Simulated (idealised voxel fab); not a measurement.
process module | voxel spacer lines
Cross-sectional view cut (width: 185 nm; square cell size: 5 nm).
How to read a cross-section here: the picture is a grid of square cells, written as bands going from the top down, and any band can span one or more rows of cells.
Heads up on the band format: heights come first, top then bottom, in nm. After that it's the materials left to right, each with its width in nm. A single material flagged "throughout" fills the whole band edge to edge, and "empty" means there's empty space there.
Height is counted from the level 0, under which the received wafer is composed throughout of one material. The lowest of the bands is not closed at the bottom but continues downward, in the notation "from 0 down".
Width spec "30->40" -> top row of cells at first value, bottom row at second value, equal per-row change in between.
Take "remains unaltered" at face value: in the step it is given for, the cross-section changed in none of its cells.
The entry "Closed internal voids" lists the empty spaces that cover at least 8 cells and have no open path to the top. Each is written as width x height at distance, where the distance is measured from the left edge and all three values are in nm.
after a step's settings: what the simulator itself notes on the step
overlay nm, on a step with a mask: how far to the right of its planned place the mask lay; to the left if negative
**These are the steps we planned for the process**
1) RECEIVE with material Si
2) CONFORMAL_DEP with material Al2O3, thk nm 10
3) DIRECTIONAL_DEP with material W, thk nm 10
4) DIRECTIONAL_DEP with material polySi, thk nm 25
5) PATTERN with tone cover, mask id MANDREL, material resist, width nm 15, pitch nm 50, thk nm 30, overlay nm 0
6) DIRECTIONAL_ETCH with etch materials polySi, depth nm 25
7) STRIP with etch materials resist
8) CONFORMAL_DEP with material SiO2, thk nm 10
9) DIRECTIONAL_ETCH with etch materials SiO2, depth nm 10
10) STRIP with etch materials polySi
11) DIRECTIONAL_ETCH with etch materials W, depth nm 10
12) STRIP with etch materials SiO2
13) FILL_DEP with material lowk, thk nm 10
14) CMP with height nm 20
**This is the cross-section of the wafer as we received it, i.e. after step 1**
- from 0 down  Si throughout
- Closed internal voids: none
**Final cross-section, module run with one mistake (start and plan as above)**
- from 20 to 10  50 SiO2, then 10 W, then 15 SiO2, then 10 W, then 15 SiO2, then 10 W, then 15 SiO2, then 10 W, then 50 SiO2
- from 10 to 0  Al2O3 throughout
- from 0 down  Si throughout
- Closed internal voids: none
Short version of what went wrong: step 13 was processed under conditions differing from the plan, specifically as FILL_DEP with material SiO2, thk nm 10
